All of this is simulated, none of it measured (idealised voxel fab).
Herein follows the process module entitled voxel wiring stack.
cross-section cut | 265 nm wide | cells 5 nm
The cross-sections in this document take the form of a grid made of square cells. They are written out as bands, in order from top to bottom. Each band consists of one or more rows of cells. What a band's entry tells you: where the top is and where the bottom is, as heights in nm, and after that what lies inside, material by material from left to right, each with its width in nm. Empty space is written as the word "blank", and a single material marked with the word "full width" occupies the band from edge to edge. Height datum 0, below which the as-received substrate wafer is one material. Lowest band open at the bottom, running downward: "0 nm and below". Read "30 to 40" as a graded width: first number on top, second number at the bottom, same change between each pair of neighbouring rows. A step reported as "remained the same" is a step in which no cell of the cross-section changed. Closed-off voids of 8+ cells (no open route to the top) go in "Closed empty spaces", written width x height at distance from the left edge, in nm. Heads up: the bit after the settings on a step's line is the simulator's remark on that step. Each step line may optionally specify "overlay nm", which for a step with a mask gives the rightward distance between the mask's planned place and where it lay, a negative value indicating the leftward direction.
This section lists the process steps that were planned
1. RECEIVE | material Si
2. CONFORMAL_DEP | material SiO2 | thk nm 15
3. CONFORMAL_DEP | material SiN | thk nm 5
4. DIRECTIONAL_DEP | material SiO2 | thk nm 15
5. PATTERN | tone open | mask id METAL_1 | material resist | width nm 20 | pitch nm 40 | thk nm 20 | overlay nm 0
6. DIRECTIONAL_ETCH | etch materials SiO2 | depth nm 15
7. DIRECTIONAL_ETCH | etch materials SiN | depth nm 5
8. STRIP | etch materials resist
9. CONFORMAL_DEP | material TiN | thk nm 5
10. FILL_DEP | material Ru | thk nm 10
11. CMP | height nm 35
12. EPI | material Ru | thk nm 5
13. FILL_DEP | material SiCN | thk nm 5
14. DIRECTIONAL_DEP | material SiO2 | thk nm 20
15. PATTERN | tone open | mask id PLUG_1 | material resist | width nm 15 | pitch nm 40 | thk nm 20 | overlay nm 0
16. DIRECTIONAL_ETCH | etch materials SiO2 | depth nm 20
17. DIRECTIONAL_ETCH | etch materials SiCN | depth nm 5
18. STRIP | etch materials resist
19. CONFORMAL_DEP | material TiN | thk nm 5
20. FILL_DEP | material W | thk nm 10
21. CMP | height nm 65
22. DIRECTIONAL_DEP | material TiN | thk nm 5
23. DIRECTIONAL_DEP | material W | thk nm 20
24. MASKED_ETCH | tone cover | mask id METAL_2 | width nm 20 | pitch nm 40 | etch materials W | depth nm 20 | overlay nm 0
25. MASKED_ETCH | tone cover | mask id METAL_2 | width nm 20 | pitch nm 40 | etch materials TiN | depth nm 5 | overlay nm 0
26. CONFORMAL_DEP | material SiN | thk nm 5
27. FILL_DEP | material SiO2 | thk nm 5
28. CMP | height nm 90
29. CONFORMAL_DEP | material SiCN | thk nm 5
30. DIRECTIONAL_DEP | material SiO2 | thk nm 30
31. PATTERN | tone open | mask id METAL_3 | material resist | width nm 20 | pitch nm 40 | thk nm 15 | overlay nm 0
32. DIRECTIONAL_ETCH | etch materials SiO2 | depth nm 15
33. STRIP | etch materials resist
34. PATTERN | tone open | mask id METAL_3_HOLES | material resist | width nm 15 | pitch nm 40 | thk nm 15 | overlay nm 0
35. DIRECTIONAL_ETCH | etch materials SiO2 | depth nm 15
36. DIRECTIONAL_ETCH | etch materials SiCN | depth nm 5
37. STRIP | etch materials resist
38. CONFORMAL_DEP | material TiN | thk nm 5
39. FILL_DEP | material Cu | thk nm 5
40. CMP | height nm 125
41. CONFORMAL_DEP | material SiN | thk nm 5
Incoming wafer, cross-sectional view, post step 1
0 nm and below = Si full width
Closed empty spaces: none
First wafer of two, sectioned at end of module; run went per plan
130 nm to 125 nm = SiN full width
125 nm to 115 nm = 100 nm SiO2, 5 nm TiN, 10 nm Cu, 5 nm TiN, 20 nm SiO2, 5 nm TiN, 10 nm Cu, 5 nm TiN, 105 nm SiO2
115 nm to 110 nm = 100 nm SiO2, 5 nm TiN, 5 nm Cu, 10 nm TiN, 20 nm SiO2, 5 nm TiN, 5 nm Cu, 10 nm TiN, 105 nm SiO2
110 nm to 95 nm = 100 nm SiO2, 5 nm TiN, 5 nm Cu, 5 nm TiN, 25 nm SiO2, 5 nm TiN, 5 nm Cu, 5 nm TiN, 110 nm SiO2
95 nm to 90 nm = 100 nm SiCN, 15 nm TiN, 25 nm SiCN, 15 nm TiN, 110 nm SiCN
90 nm to 70 nm = 95 nm SiO2, 5 nm SiN, 20 nm W, 5 nm SiN, 10 nm SiO2, 5 nm SiN, 20 nm W, 5 nm SiN, 100 nm SiO2
70 nm to 65 nm = 100 nm SiN, 20 nm TiN, 20 nm SiN, 20 nm TiN, 105 nm SiN
65 nm to 45 nm = 100 nm SiO2, 5 nm TiN, 5 nm W, 5 nm TiN, 25 nm SiO2, 5 nm TiN, 5 nm W, 5 nm TiN, 110 nm SiO2
45 nm to 40 nm = 100 nm SiCN, 15 nm TiN, 25 nm SiCN, 15 nm TiN, 110 nm SiCN
40 nm to 35 nm = 95 nm SiCN, 30 nm Ru, 10 nm SiCN, 30 nm Ru, 100 nm SiCN
35 nm to 20 nm = 100 nm SiO2, 5 nm TiN, 10 nm Ru, 5 nm TiN, 20 nm SiO2, 5 nm TiN, 10 nm Ru, 5 nm TiN, 105 nm SiO2
20 nm to 15 nm = 100 nm SiN, 20 nm TiN, 20 nm SiN, 20 nm TiN, 105 nm SiN
15 nm to 0 nm = SiO2 full width
0 nm and below = Si full width
Closed empty spaces: none
Wafer two cross-section, module end. Start and plan unchanged from wafer one; one mistake made during the run
130 nm to 125 nm = SiN full width
125 nm to 115 nm = 100 nm SiO2, 5 nm TiN, 10 nm Cu, 5 nm TiN, 20 nm SiO2, 5 nm TiN, 10 nm Cu, 5 nm TiN, 105 nm SiO2
115 nm to 110 nm = 100 nm SiO2, 5 nm TiN, 5 nm Cu, 10 nm TiN, 20 nm SiO2, 5 nm TiN, 5 nm Cu, 10 nm TiN, 105 nm SiO2
110 nm to 95 nm = 100 nm SiO2, 5 nm TiN, 5 nm Cu, 5 nm TiN, 25 nm SiO2, 5 nm TiN, 5 nm Cu, 5 nm TiN, 110 nm SiO2
95 nm to 90 nm = 100 nm SiCN, 15 nm TiN, 25 nm SiCN, 15 nm TiN, 110 nm SiCN
90 nm to 70 nm = 95 nm SiO2, 5 nm SiN, 20 nm W, 5 nm SiN, 10 nm SiO2, 5 nm SiN, 20 nm W, 5 nm SiN, 100 nm SiO2
70 nm to 65 nm = 100 nm SiN, 20 nm TiN, 20 nm SiN, 20 nm TiN, 105 nm SiN
65 nm to 45 nm = 100 nm SiO2, 5 nm TiN, 5 nm W, 5 nm TiN, 25 nm SiO2, 5 nm TiN, 5 nm W, 5 nm TiN, 110 nm SiO2
45 nm to 40 nm = 100 nm SiCN, 15 nm TiN, 25 nm SiCN, 15 nm TiN, 110 nm SiCN
40 nm to 25 nm = Ru full width
25 nm to 20 nm = 105 nm TiN, 10 nm Ru, 30 nm TiN, 10 nm Ru, 110 nm TiN
20 nm to 5 nm = 100 nm SiO2, 5 nm TiN, 10 nm Ru, 5 nm TiN, 20 nm SiO2, 5 nm TiN, 10 nm Ru, 5 nm TiN, 105 nm SiO2
5 nm to 0 nm = 100 nm SiN, 20 nm TiN, 20 nm SiN, 20 nm TiN, 105 nm SiN
0 nm and below = Si full width
Closed empty spaces: none
The plan and the run diverged here: plan step 2 never ran because it was skipped
The final cell counts differ between the wafers, with the second having more or fewer of some materials than the first: Ru +151; SiCN -41; SiO2 -159; TiN +49
